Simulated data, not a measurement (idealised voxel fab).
A process module follows: voxel self aligned contacts.
Square cells of 5 nm make up the cross-section cut, whose width is 250 nm.
Throughout this document, each cross-section is represented as a grid of square cells and is presented as a sequence of bands enumerated from the top downward, where a band comprises one or more rows of cells. First you get the band's top height and its bottom height, in nm, and then the materials it's made of, left to right, with each width in nm. If you see a single material with "edge to edge", that one covers the band edge to edge. "air" is empty space. Height reference: 0 = level under which incoming wafer is all one material. Lowest band: no bottom, runs on downward, e.g. "0 down". Graded width ("30 to 40"): value in top row of band = first number; value in bottom row = second number; row-to-row change constant. The cross-section has no changed cell in any step marked "left unchanged". The entry "Closed cavity list" lists the empty spaces that cover at least 8 cells and have no open path to the top. Each is written as width x height at distance, where the distance is measured from the left edge and all three values are in nm. Text after the settings on a step's line: the simulator's own remark on that step. "overlay nm" answers the question of how far to the right of plan the mask lay on a step that has a mask, and when it is negative the answer is to the left.
THE FOLLOWING LIST GIVES THE PLANNED PROCESS STEPS
1 RECEIVE, material Si
2 CONFORMAL_DEP, material SiO2, thk nm 5
3 DIRECTIONAL_DEP, material polySi, thk nm 20
4 DIRECTIONAL_DEP, material SiN, thk nm 20
5 DIRECTIONAL_DEP, material aC, thk nm 15
6 PATTERN, tone cover, mask id GATE, material resist, width nm 35, pitch nm 70, thk nm 35, overlay nm 0
7 DIRECTIONAL_ETCH, etch materials aC, depth nm 15
8 STRIP, etch materials resist
9 DIRECTIONAL_ETCH, etch materials SiN, depth nm 20
10 DIRECTIONAL_ETCH, etch materials polySi, depth nm 20
11 STRIP, etch materials aC
12 CONFORMAL_DEP, material SiN, thk nm 5
13 DIRECTIONAL_ETCH, etch materials SiN, depth nm 5
14 FILL_DEP, material SiO2, thk nm 10
15 CMP, height nm 50
16 DIRECTIONAL_DEP, material aC, thk nm 15
17 PATTERN, tone open, mask id CONTACT, material resist, width nm 55, thk nm 30, overlay nm 0
18 DIRECTIONAL_ETCH, etch materials aC, depth nm 15
19 STRIP, etch materials resist
20 DIRECTIONAL_ETCH, etch materials SiO2, depth nm 50
21 STRIP, etch materials aC
22 CONFORMAL_DEP, material TiN, thk nm 5
23 FILL_DEP, material W, thk nm 10
24 CMP, height nm 50
25 CONFORMAL_DEP, material SiCN, thk nm 5
SO THIS IS THE INCOMING WAFER IN CROSS-SECTION - IT'S ALREADY BEEN THROUGH STEP 1
* 0 down | Si edge to edge
* Closed cavity list: none
CROSS-SECTIONAL IMAGE OF THE FIRST OF TWO WAFERS AT THE END OF THE MODULE, THE RUN HAVING PROCEEDED AS PLANNED
* 55 to 50 | SiCN edge to edge
* 50 to 45 | 95 of SiO2, then 20 of TiN, then 15 of W, then 20 of TiN, then 100 of SiO2
* 45 to 25 | 65 of SiO2, then 45 of SiN, then 5 of TiN, then 15 of W, then 5 of TiN, then 45 of SiN, then 70 of SiO2
* 25 to 5 | 65 of SiO2, then 5 of SiN, then 35 of polySi, then 5 of SiN, then 5 of TiN, then 15 of W, then 5 of TiN, then 5 of SiN, then 35 of polySi, then 5 of SiN, then 70 of SiO2
* 5 to 0 | 110 of SiO2, then 25 of TiN, then 115 of SiO2
* 0 down | Si edge to edge
* Closed cavity list: none
THIS IS THE SECOND OF THE TWO WAFERS, CROSS-SECTIONED AT THE END OF THE MODULE; IT STARTED EXACTLY LIKE THE FIRST AND WAS GIVEN THE SAME PLAN, BUT IT WAS RUN WITH ONE MISTAKE
* 55 to 50 | SiCN edge to edge
* 50 to 45 | 95 of SiO2, then 20 of TiN, then 20 of W, then 15 of TiN, then 100 of SiO2
* 45 to 25 | 70 of SiO2, then 40 of SiN, then 5 of TiN, then 20 of W, then 5 of TiN, then 40 of SiN, then 70 of SiO2
* 25 to 5 | 70 of SiO2, then 5 of SiN, then 30 of polySi, then 5 of SiN, then 5 of TiN, then 20 of W, then 5 of TiN, then 5 of SiN, then 30 of polySi, then 5 of SiN, then 70 of SiO2
* 5 to 0 | 110 of SiO2, then 30 of TiN, then 110 of SiO2
* 0 down | Si edge to edge
* Closed cavity list: none
Short version of what went wrong: for step 6, the planned setting was not used; the step was instead run as PATTERN, tone cover, mask id GATE, material resist, width nm 30, pitch nm 70, thk nm 35, overlay nm 0
Cell-count delta at end, second wafer over first, by material: -8 SiN; +7 SiO2; +9 W; -8 polySi
